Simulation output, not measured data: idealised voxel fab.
You're looking at the process module voxel air gaps.
Xsec cut, 285 nm wide, square cell size 5 nm.
In this document a cross-section is written as a grid of square cells. It is given as a series of bands, listed from the top down, and a band is one or more rows of cells.
Each band's line starts with the height of the band's top and of its bottom, in nm. Then come its materials from left to right, each with its width in nm. One material with "throughout" fills the band from edge to edge. "air" is empty space.
Heights are expressed relative to 0, this being the level below which the as-received wafer comprises one material exclusively. The lowest band is unbounded in the downward direction and is denoted as in "from 0 down".
A width such as "30..40" changes by the same amount from each row of cells to the next, from the band's top row to its bottom row.
The designation "remains unaltered", where it is given for a processing step, indicates that no cell of the cross-section was altered in the course of that step.
The label "Voids, fully enclosed" introduces a list of the empty spaces, 8 cells or larger, that have no open way up to the top; each entry in it reads width x height at distance, where the distance is taken from the left edge and all three are stated in nm.
Heads up: the bit after the settings on a step's line is the simulator's remark on that step.
"overlay nm", when on a step's line for a step with a mask, measures how far to the right of its planned place the mask lay; a negative measure means to the left.
[The steps planned for the process are as follows]
1. op RECEIVE | material Si
2. op CONFORMAL_DEP | material SiO2 | thk nm 10
3. op CONFORMAL_DEP | material SiN | thk nm 5
4. op DIRECTIONAL_DEP | material lowk | thk nm 30
5. op MASKED_ETCH | tone open | mask id LINES | width nm 15 | pitch nm 50 | etch materials lowk | depth nm 30 | overlay nm 0
6. op CONFORMAL_DEP | material TiN | thk nm 5
7. op FILL_DEP | material Ru | thk nm 5
8. op CMP | height nm 45
9. op EPI | material Ru | thk nm 10
10. op SELECTIVE_ETCH | etch materials lowk | depth nm 40
11. op CONFORMAL_DEP | material SiCN | thk nm 5
Quick note for whoever runs this: the wafers start identical, but the width nm at step 5 isn't the same across them. The plan just shows what the first wafer had.
[The first of several wafers, as received after step 1, seen in section]
- from 0 down  Si throughout
- Voids, fully enclosed: none
[The first of several wafers, seen in cross-section after the module's last step, step 11]
- from 60 to 55  air 70 / SiCN 45 / air 5 / SiCN 45 / air 5 / SiCN 45 / air 70
- from 55 to 45  air 70 / SiCN 5 / Ru 35 / SiCN 5 / air 5 / SiCN 5 / Ru 35 / SiCN 5 / air 5 / SiCN 5 / Ru 35 / SiCN 5 / air 70
- from 45 to 40  air 70 / SiCN 15 / TiN 5 / Ru 5 / TiN 5 / SiCN 15 / air 5 / SiCN 15 / TiN 5 / Ru 5 / TiN 5 / SiCN 15 / air 5 / SiCN 15 / TiN 5 / Ru 5 / TiN 5 / SiCN 15 / air 70
- from 40 to 20  air 80 / SiCN 5 / TiN 5 / Ru 5 / TiN 5 / SiCN 5 / air 25 / SiCN 5 / TiN 5 / Ru 5 / TiN 5 / SiCN 5 / air 25 / SiCN 5 / TiN 5 / Ru 5 / TiN 5 / SiCN 5 / air 80
- from 20 to 15  SiCN 85 / TiN 15 / SiCN 35 / TiN 15 / SiCN 35 / TiN 15 / SiCN 85
- from 15 to 10  SiN throughout
- from 10 to 0  SiO2 throughout
- from 0 down  Si throughout
- Voids, fully enclosed: none
[Last wafer, end of module, cross-section]
- from 60 to 55  air 60 / SiCN 165 / air 60
- from 55 to 45  air 60 / SiCN 5 / Ru 155 / SiCN 5 / air 60
- from 45 to 40  air 60 / SiCN 15 / TiN 5 / Ru 25 / TiN 5 / lowk 15 / TiN 5 / Ru 25 / TiN 5 / lowk 15 / TiN 5 / Ru 25 / TiN 5 / SiCN 15 / air 60
- from 40 to 20  air 70 / SiCN 5 / TiN 5 / Ru 25 / TiN 5 / lowk 15 / TiN 5 / Ru 25 / TiN 5 / lowk 15 / TiN 5 / Ru 25 / TiN 5 / SiCN 5 / air 70
- from 20 to 15  SiCN 75 / TiN 35 / lowk 15 / TiN 35 / lowk 15 / TiN 35 / SiCN 75
- from 15 to 10  SiN throughout
- from 10 to 0  SiO2 throughout
- from 0 down  Si throughout
- Voids, fully enclosed: none
[Heads up, this table goes wafer by wafer. A row tells you, at the end of the module, how many cells of each material that wafer has put on (+) or dropped (-) since it was received, and then its closed voids]
width nm 15, +57 Ru, +129 SiCN, +57 SiN, +114 SiO2, +39 TiN, Voids, fully enclosed: none
width nm 20, +78 Ru, +129 SiCN, +57 SiN, +114 SiO2, +42 TiN, Voids, fully enclosed: 20 x 20 at 110; 20 x 20 at 160
width nm 25, +99 Ru, +121 SiCN, +57 SiN, +114 SiO2, +45 TiN, Voids, fully enclosed: 15 x 20 at 110; 15 x 20 at 160
width nm 30, +120 Ru, +81 SiCN, +57 SiN, +114 SiO2, +48 TiN, +48 lowk, Voids, fully enclosed: none
width nm 35, +137 Ru, +81 SiCN, +57 SiN, +114 SiO2, +51 TiN, +36 lowk, Voids, fully enclosed: none
